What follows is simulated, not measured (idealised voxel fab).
Process module in this document: voxel spacer lines
Cross-section cut spans 220 nm and uses square cells 5 nm in size.
Just so we're on the same page, the cross-sections are grids of square cells, and they're listed out in bands top to bottom, each band one or more rows deep. The band entry comprises the height of the band's top followed by the height of its bottom, expressed in nm, and subsequently the band's materials from left to right, each stated together with its width in nm. Where a single material is marked with the word "edge to edge", that material fills the band from edge to edge. The word "empty" represents empty space. Heights are reckoned from 0. Under this level, the received wafer is all of one material. The bottommost band is open-ended downward, for example "0..down". Width "30->40": first value at the band's top row of cells, second value at its bottom row, equal change from row to row. "remains unaltered" means the step left every cell of the cross-section as it was. Reported under the label "Sealed cavities" are the empty spaces having no open way to the top and comprising 8 cells or more; the notation for each is width x height at distance, in which the distance is measured from the left edge and all three values are in nm. Heads up: the bit after the settings on a step's line is the simulator's remark on that step. overlay nm: mask right of planned place by this much (step with mask). Neg. = left.
**These are the steps we planned for the process**
1,RECEIVE [material Si]
2,CONFORMAL_DEP [material Al2O3] [thk nm 5]
3,DIRECTIONAL_DEP [material polySi] [thk nm 10]
4,DIRECTIONAL_DEP [material aC] [thk nm 25]
5,PATTERN [tone cover] [mask id MANDREL] [material resist] [width nm 25] [pitch nm 80] [thk nm 35] [overlay nm 0]
6,DIRECTIONAL_ETCH [etch materials aC] [depth nm 25]
7,STRIP [etch materials resist]
8,CONFORMAL_DEP [material SiN] [thk nm 15]
9,DIRECTIONAL_ETCH [etch materials SiN] [depth nm 15]
10,STRIP [etch materials aC]
11,DIRECTIONAL_ETCH [etch materials polySi] [depth nm 10]
12,STRIP [etch materials SiN]
**Wafer cross-section on receipt, i.e. after step 1**
  0..down: Si edge to edge
  Sealed cavities: none
**Cross-section: first of two wafers, module finished, run according to plan**
  15..5: 15 of polySi / 25 of empty / 15 of polySi / 25 of empty / 15 of polySi / 25 of empty / 15 of polySi / 25 of empty / 15 of polySi / 25 of empty / 15 of polySi / 5 of empty
  5..0: Al2O3 edge to edge
  0..down: Si edge to edge
  Sealed cavities: none
**second wafer at the end: like start, like plan, one mistake**
  15..5: 5 of empty / 15 of polySi / 15 of empty / 15 of polySi / 35 of empty / 15 of polySi / 15 of empty / 15 of polySi / 35 of empty / 15 of polySi / 15 of empty / 15 of polySi / 10 of empty
  5..0: Al2O3 edge to edge
  0..down: Si edge to edge
  Sealed cavities: none
Want to know what went wrong? contrary to plan, step 5 was performed as PATTERN [tone cover] [mask id MANDREL] [material resist] [width nm 15] [pitch nm 80] [thk nm 35] [overlay nm 0]
At the close, every material occupies the same number of cells on the second wafer as on the first, only in different positions.
